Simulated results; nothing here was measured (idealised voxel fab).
process module | voxel tone inversion
cross-section cut | 270 nm wide | cells 5 nm
A cross-section is a grid of square cells, given in bands from the top down. A band is one or more rows of cells.
Each band's line starts with the height of the band's top and of its bottom, in nm. Then come its materials from left to right, each with its width in nm. One material with "throughout" fills the band from edge to edge. "air" is empty space.
Height 0 is the level under which the wafer as received is all one material. The lowest band goes on downwards, as in "0 down".
A width such as "30 to 40" changes by the same amount from each row of cells to the next, from the band's top row to its bottom row.
"no change" after a step means that no cell of the cross-section changed.
closed voids: empty space of 8 cells or more with no open way to the top, each as width x height at its distance from the left edge, in nm
after a step's settings: what the simulator itself notes on the step
overlay nm, on a step with a mask: how far to the right of its planned place the mask lay; to the left if negative
plan
1 op RECEIVE | material Si
2 op CONFORMAL_DEP | material SiCN | thk nm 5
3 op DIRECTIONAL_DEP | material aC | thk nm 20
4 op PATTERN | tone cover | mask id POSTS | material resist | width nm 20 | pitch nm 50 | thk nm 30 | overlay nm 0
5 op DIRECTIONAL_ETCH | etch materials aC | depth nm 20
6 op STRIP | etch materials resist
7 op FILL_DEP | material lowk | thk nm 5
8 op CMP | height nm 15
9 op STRIP | etch materials aC
10 op CONFORMAL_DEP | material TiN | thk nm 5
11 op FILL_DEP | material Ru | thk nm 5
12 op CMP | height nm 25
13 op CONFORMAL_DEP | material SiN | thk nm 5
varied across the wafers: height nm of step 8. The plan shows the first wafer's value. All wafers start alike
first wafer as received, after step 1
  0 down: Si throughout
  closed voids: none
each wafer at the end: cells of each material gained (+) or lost (-) since it was received, then its closed voids
height nm 15 | +62 Ru | +54 SiCN | +54 SiN | +62 TiN | +92 lowk | closed voids: none
height nm 20 | +12 Ru | +54 SiCN | +54 SiN | +66 TiN | +138 lowk | closed voids: none
height nm 25 | +12 Ru | +54 SiCN | +54 SiN | +20 TiN | +184 lowk | closed voids: none
height nm 30 | +54 SiCN | +54 SiN | +32 aC | +184 lowk | closed voids: none
